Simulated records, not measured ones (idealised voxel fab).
The following is a process module called voxel air gaps.
Pictured: cross-section cut, 240 nm wide, on a grid of 5 nm square cells.
Each cross-section below is a grid of square cells, stated as bands in top-down order, with one or more rows of cells making up each band.
Band: top height; bottom height; in nm. Then, left to right: material with width in nm, for each material. "edge to edge": a single material spanning edge to edge. "empty": empty space.
Heights are reckoned from 0. Under this level, the received wafer is all of one material. The bottommost band is open-ended downward, for example "z 0 and below".
The width entry "30 to 40" should be interpreted row by row: the top row of cells in the band takes the first number, the bottom row takes the second number, and the change between adjacent rows is uniform throughout.
A step reported as "no alterations made" is a step in which no cell of the cross-section changed.
Reported under the label "Encapsulated voids" are the empty spaces having no open way to the top and comprising 8 cells or more; the notation for each is width x height at distance, in which the distance is measured from the left edge and all three values are in nm.
It should be noted that, on the line of a given step, the content following the step's settings is a remark produced by the simulator itself with respect to that step.
A step line may carry the setting "overlay nm", which, for steps involving a mask, states the distance by which the mask lay to the right of its intended position; negative values denote displacement to the left.

THE STEPS PLANNED FOR THE PROCESS ARE AS FOLLOWS
1: RECEIVE with material Si
2: CONFORMAL_DEP with material SiO2, thk nm 10
3: CONFORMAL_DEP with material SiCN, thk nm 5
4: DIRECTIONAL_DEP with material lowk, thk nm 35
5: DIRECTIONAL_DEP with material aC, thk nm 15
6: PATTERN with tone open, mask id LINES, material resist, width nm 25, pitch nm 50, thk nm 35, overlay nm 0
7: DIRECTIONAL_ETCH with etch materials aC, depth nm 15
8: STRIP with etch materials resist
9: DIRECTIONAL_ETCH with etch materials lowk, depth nm 35
10: STRIP with etch materials aC
11: CONFORMAL_DEP with material TiN, thk nm 5
12: FILL_DEP with material Cu, thk nm 10
13: CMP with height nm 40
14: EPI with material Ru, thk nm 10
15: SELECTIVE_ETCH with etch materials lowk, depth nm 45
16: CONFORMAL_DEP with material SiCN, thk nm 5
What sets these wafers apart? The height nm at step 13. They all start alike, and the plan carries the first wafer's value.

SO THIS IS THE FIRST OF SEVERAL WAFERS, CROSS-SECTIONED AS IT CAME TO US, MEANING IT'S AT THE END OF STEP 1
	z 0 and below: Si edge to edge
	Encapsulated voids: none

QUICK LOOK AT THE CROSS-SECTION OF THE FIRST OF SEVERAL WAFERS AFTER STEP 16, WHICH WRAPS UP THE MODULE
	z 55 to 50: 15 of empty, then 205 of SiCN, then 20 of empty
	z 50 to 40: 15 of empty, then 5 of SiCN, then 45 of Ru, then 5 of SiCN, then 45 of Ru, then 5 of SiCN, then 45 of Ru, then 5 of SiCN, then 45 of Ru, then 5 of SiCN, then 20 of empty
	z 40 to 35: 15 of empty, then 15 of SiCN, then 5 of TiN, then 15 of Cu, then 5 of TiN, then 25 of SiCN, then 5 of TiN, then 15 of Cu, then 5 of TiN, then 25 of SiCN, then 5 of TiN, then 15 of Cu, then 5 of TiN, then 25 of SiCN, then 5 of TiN, then 15 of Cu, then 5 of TiN, then 15 of SiCN, then 20 of empty
	z 35 to 20: 25 of empty, then 5 of SiCN, then 5 of TiN, then 15 of Cu, then 5 of TiN, then 5 of SiCN, then 15 of empty, then 5 of SiCN, then 5 of TiN, then 15 of Cu, then 5 of TiN, then 5 of SiCN, then 15 of empty, then 5 of SiCN, then 5 of TiN, then 15 of Cu, then 5 of TiN, then 5 of SiCN, then 15 of empty, then 5 of SiCN, then 5 of TiN, then 15 of Cu, then 5 of TiN, then 5 of SiCN, then 30 of empty
	z 20 to 15: 30 of SiCN, then 25 of TiN, then 25 of SiCN, then 25 of TiN, then 25 of SiCN, then 25 of TiN, then 25 of SiCN, then 25 of TiN, then 35 of SiCN
	z 15 to 10: SiCN edge to edge
	z 10 to 0: SiO2 edge to edge
	z 0 and below: Si edge to edge
	Encapsulated voids: 15 x 15 at 60; 15 x 15 at 110; 15 x 15 at 160

LAST WAFER X-SEC, END OF MODULE
	z 80 to 75: SiCN edge to edge
	z 75 to 65: Ru edge to edge
	z 65 to 55: Cu edge to edge
	z 55 to 50: 35 of TiN, then 15 of Cu, then 35 of TiN, then 15 of Cu, then 35 of TiN, then 15 of Cu, then 35 of TiN, then 15 of Cu, then 40 of TiN
	z 50 to 20: 30 of lowk, then 5 of TiN, then 15 of Cu, then 5 of TiN, then 25 of lowk, then 5 of TiN, then 15 of Cu, then 5 of TiN, then 25 of lowk, then 5 of TiN, then 15 of Cu, then 5 of TiN, then 25 of lowk, then 5 of TiN, then 15 of Cu, then 5 of TiN, then 35 of lowk
	z 20 to 15: 30 of lowk, then 25 of TiN, then 25 of lowk, then 25 of TiN, then 25 of lowk, then 25 of TiN, then 25 of lowk, then 25 of TiN, then 35 of lowk
	z 15 to 10: SiCN edge to edge
	z 10 to 0: SiO2 edge to edge
	z 0 and below: Si edge to edge
	Encapsulated voids: none

NOTE: THE FOLLOWING TABLE IS ARRANGED BY WAFER, A ROW APIECE. EACH ROW REPORTS THE END-OF-MODULE STATE: PER MATERIAL, CELLS GAINED (+) OR CELLS LOST (-) COMPARED WITH THE WAFER AS RECEIVED; CLOSED VOIDS FOLLOW
height nm 40 | +48 Cu | +72 Ru | +172 SiCN | +96 SiO2 | +52 TiN | Encapsulated voids: 15 x 15 at 60; 15 x 15 at 110; 15 x 15 at 160
height nm 45 | +60 Cu | +72 Ru | +180 SiCN | +96 SiO2 | +60 TiN | Encapsulated voids: 15 x 20 at 60; 15 x 20 at 110; 15 x 20 at 160
height nm 50 | +72 Cu | +72 Ru | +188 SiCN | +96 SiO2 | +68 TiN | Encapsulated voids: 15 x 25 at 60; 15 x 25 at 110; 15 x 25 at 160
height nm 55 | +84 Cu | +96 Ru | +96 SiCN | +96 SiO2 | +104 TiN | +196 lowk | Encapsulated voids: none
height nm 60 | +132 Cu | +96 Ru | +96 SiCN | +96 SiO2 | +104 TiN | +196 lowk | Encapsulated voids: none
height nm 65 | +180 Cu | +96 Ru | +96 SiCN | +96 SiO2 | +104 TiN | +196 lowk | Encapsulated voids: none
